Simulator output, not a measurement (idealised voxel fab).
process module | voxel capacitor over wiring
cross-section cut | 275 nm wide | cells 5 nm
A cross-section is a grid of square cells, given in bands from the top down. A band is one or more rows of cells.
Each band's line starts with the height of the band's top and of its bottom, in nm. Then come its materials from left to right, each with its width in nm. One material with "throughout" fills the band from edge to edge. "air" is empty space.
Height 0 is the level under which the wafer as received is all one material. The lowest band goes on downwards, as in "0 down".
A width such as "30 to 40" changes by the same amount from each row of cells to the next, from the band's top row to its bottom row.
"no change" after a step means that no cell of the cross-section changed.
closed voids: empty space of 8 cells or more with no open way to the top, each as width x height at its distance from the left edge, in nm
after a step's settings: what the simulator itself notes on the step
overlay nm, on a step with a mask: how far to the right of its planned place the mask lay; to the left if negative
plan
1 op RECEIVE | material Si
2 op CONFORMAL_DEP | material SiO2 | thk nm 10
3 op DIRECTIONAL_DEP | material TiN | thk nm 5
4 op DIRECTIONAL_DEP | material Ru | thk nm 15
5 op DIRECTIONAL_DEP | material aC | thk nm 10
6 op PATTERN | tone cover | mask id METAL_1 | material resist | width nm 25 | pitch nm 85 | thk nm 30 | overlay nm 0
7 op DIRECTIONAL_ETCH | etch materials aC | depth nm 10
8 op STRIP | etch materials resist
9 op DIRECTIONAL_ETCH | etch materials Ru | depth nm 15
10 op DIRECTIONAL_ETCH | etch materials TiN | depth nm 5
11 op STRIP | etch materials aC
12 op CONFORMAL_DEP | material SiN | thk nm 5
13 op FILL_DEP | material lowk | thk nm 5
14 op CMP | height nm 30
15 op CONFORMAL_DEP | material SiCN | thk nm 5
16 op DIRECTIONAL_DEP | material lowk | thk nm 20
17 op PATTERN | tone open | mask id PLUG_1 | material resist | width nm 15 | thk nm 15 | overlay nm 0
18 op DIRECTIONAL_ETCH | etch materials lowk | depth nm 20
19 op DIRECTIONAL_ETCH | etch materials SiCN | depth nm 5
20 op STRIP | etch materials resist
21 op EPI | material Ru | thk nm 10
22 op EPI | material Ru | thk nm 10
23 op EPI | material Ru | thk nm 5
24 op DIRECTIONAL_DEP | material TiN | thk nm 5
25 op DIRECTIONAL_DEP | material Al2O3 | thk nm 5
26 op DIRECTIONAL_DEP | material TiN | thk nm 5
27 op PATTERN | tone cover | mask id UPPER_PLATE | material resist | width nm 65 | thk nm 20 | overlay nm 0
28 op DIRECTIONAL_ETCH | etch materials TiN | depth nm 5
29 op DIRECTIONAL_ETCH | etch materials Al2O3 | depth nm 5
30 op STRIP | etch materials resist
31 op PATTERN | tone cover | mask id LOWER_PLATE | material resist | width nm 75 | thk nm 20 | overlay nm 0
32 op DIRECTIONAL_ETCH | etch materials TiN | depth nm 5
33 op STRIP | etch materials resist
34 op FILL_DEP | material SiO2 | thk nm 20
35 op CMP | height nm 85
36 op PATTERN | tone open | mask id PLUG_2 | material resist | width nm 15 | thk nm 20 | overlay nm 0
37 op DIRECTIONAL_ETCH | etch materials SiO2 | depth nm 15
38 op STRIP | etch materials resist
39 op CONFORMAL_DEP | material TiN | thk nm 5
40 op FILL_DEP | material W | thk nm 5
41 op CMP | height nm 85
42 op CONFORMAL_DEP | material SiCN | thk nm 5
first wafer, as planned
as received, after step 1
  0 down: Si throughout
  closed voids: none
after step 2
  10 to 0: SiO2 throughout
  below 0: unchanged
after step 3
  15 to 10: TiN throughout
  below 10: unchanged
after step 4
  30 to 15: Ru throughout
  below 15: unchanged
after step 5
  40 to 30: aC throughout
  below 30: unchanged
after step 6
  70 to 40: air 80 | resist 25 | air 60 | resist 25 | air 85
  below 40: unchanged
after step 7
  60 to 40: air 80 | resist 25 | air 60 | resist 25 | air 85
  40 to 30: air 80 | aC 25 | air 60 | aC 25 | air 85
  below 30: unchanged
after step 8
  40 to 30: air 80 | aC 25 | air 60 | aC 25 | air 85
  below 30: unchanged
after step 9
  40 to 30: air 80 | aC 25 | air 60 | aC 25 | air 85
  30 to 15: air 80 | Ru 25 | air 60 | Ru 25 | air 85
  below 15: unchanged
after step 10
  40 to 30: air 80 | aC 25 | air 60 | aC 25 | air 85
  30 to 15: air 80 | Ru 25 | air 60 | Ru 25 | air 85
  15 to 10: air 80 | TiN 25 | air 60 | TiN 25 | air 85
  below 10: unchanged
after step 11
  30 to 15: air 80 | Ru 25 | air 60 | Ru 25 | air 85
  below 15: unchanged
after step 12
  35 to 30: air 75 | SiN 35 | air 50 | SiN 35 | air 80
  30 to 15: air 75 | SiN 5 | Ru 25 | SiN 5 | air 50 | SiN 5 | Ru 25 | SiN 5 | air 80
  15 to 10: SiN 80 | TiN 25 | SiN 60 | TiN 25 | SiN 85
  below 10: unchanged
after step 13
  40 to 35: lowk throughout
  35 to 30: lowk 75 | SiN 35 | lowk 50 | SiN 35 | lowk 80
  30 to 15: lowk 75 | SiN 5 | Ru 25 | SiN 5 | lowk 50 | SiN 5 | Ru 25 | SiN 5 | lowk 80
  below 15: unchanged
after step 14
  30 to 15: lowk 75 | SiN 5 | Ru 25 | SiN 5 | lowk 50 | SiN 5 | Ru 25 | SiN 5 | lowk 80
  below 15: unchanged
after step 15
  35 to 30: SiCN throughout
  below 30: unchanged
after step 16
  55 to 35: lowk throughout
  below 35: unchanged
after step 17
  70 to 55: resist 90 | air 15 | resist 170
  below 55: unchanged
after step 18
  70 to 55: resist 90 | air 15 | resist 170
  55 to 35: lowk 90 | air 15 | lowk 170
  below 35: unchanged
after step 19
  70 to 55: resist 90 | air 15 | resist 170
  55 to 35: lowk 90 | air 15 | lowk 170
  35 to 30: SiCN 90 | air 15 | SiCN 170
  below 30: unchanged
after step 20
  55 to 35: lowk 90 | air 15 | lowk 170
  below 35: unchanged
after step 21
  55 to 40: lowk 90 | air 15 | lowk 170
  40 to 35: lowk 90 | Ru 15 | lowk 170
  35 to 30: SiCN 90 | Ru 15 | SiCN 170
  below 30: unchanged
after step 22
  55 to 50: lowk 90 | air 15 | lowk 170
  50 to 35: lowk 90 | Ru 15 | lowk 170
  below 35: unchanged
after step 23
  55 to 35: lowk 90 | Ru 15 | lowk 170
  below 35: unchanged
after step 24
  60 to 55: TiN throughout
  below 55: unchanged
after step 25
  65 to 60: Al2O3 throughout
  below 60: unchanged
after step 26
  70 to 65: TiN throughout
  below 65: unchanged
after step 27
  90 to 70: air 90 | resist 65 | air 120
  below 70: unchanged
after step 28
  90 to 70: air 90 | resist 65 | air 120
  70 to 65: air 90 | TiN 65 | air 120
  below 65: unchanged
after step 29
  90 to 70: air 90 | resist 65 | air 120
  70 to 65: air 90 | TiN 65 | air 120
  65 to 60: air 90 | Al2O3 65 | air 120
  below 60: unchanged
after step 30
  70 to 65: air 90 | TiN 65 | air 120
  below 65: unchanged
after step 31
  90 to 70: air 85 | resist 75 | air 115
  70 to 65: air 85 | resist 5 | TiN 65 | resist 5 | air 115
  65 to 60: air 85 | resist 5 | Al2O3 65 | resist 5 | air 115
  below 60: unchanged
after step 32
  90 to 70: air 85 | resist 75 | air 115
  70 to 65: air 85 | resist 5 | TiN 65 | resist 5 | air 115
  65 to 60: air 85 | resist 5 | Al2O3 65 | resist 5 | air 115
  60 to 55: air 85 | TiN 75 | air 115
  below 55: unchanged
after step 33
  70 to 65: air 90 | TiN 65 | air 120
  65 to 60: air 90 | Al2O3 65 | air 120
  below 60: unchanged
after step 34
  90 to 70: SiO2 throughout
  70 to 65: SiO2 90 | TiN 65 | SiO2 120
  65 to 60: SiO2 90 | Al2O3 65 | SiO2 120
  60 to 55: SiO2 85 | TiN 75 | SiO2 115
  below 55: unchanged
after step 35
  85 to 70: SiO2 throughout
  below 70: unchanged
after step 36
  105 to 85: resist 100 | air 15 | resist 160
  below 85: unchanged
after step 37
  105 to 85: resist 100 | air 15 | resist 160
  85 to 70: SiO2 100 | air 15 | SiO2 160
  below 70: unchanged
after step 38
  85 to 70: SiO2 100 | air 15 | SiO2 160
  below 70: unchanged
after step 39
  90 to 85: TiN 105 | air 5 | TiN 165
  85 to 75: SiO2 100 | TiN 5 | air 5 | TiN 5 | SiO2 160
  75 to 65: SiO2 100 to 90 | TiN 15 to 65 | SiO2 160 to 120
  below 65: unchanged
after step 40
  95 to 90: W throughout
  90 to 85: TiN 105 | W 5 | TiN 165
  85 to 75: SiO2 100 | TiN 5 | W 5 | TiN 5 | SiO2 160
  below 75: unchanged
after step 41
  85 to 75: SiO2 100 | TiN 5 | W 5 | TiN 5 | SiO2 160
  below 75: unchanged
after step 42
  90 to 85: SiCN throughout
  below 85: unchanged
second wafer: like start, like plan, one mistake. Through step 41 it matches the first wafer
when step 42 should have ended
  100 to 85: SiCN throughout
  below 85: unchanged
what went wrong: step 42 ran as: op CONFORMAL_DEP | material SiCN | thk nm 15
at the end the second wafer has, in cells: 110 more of SiCN
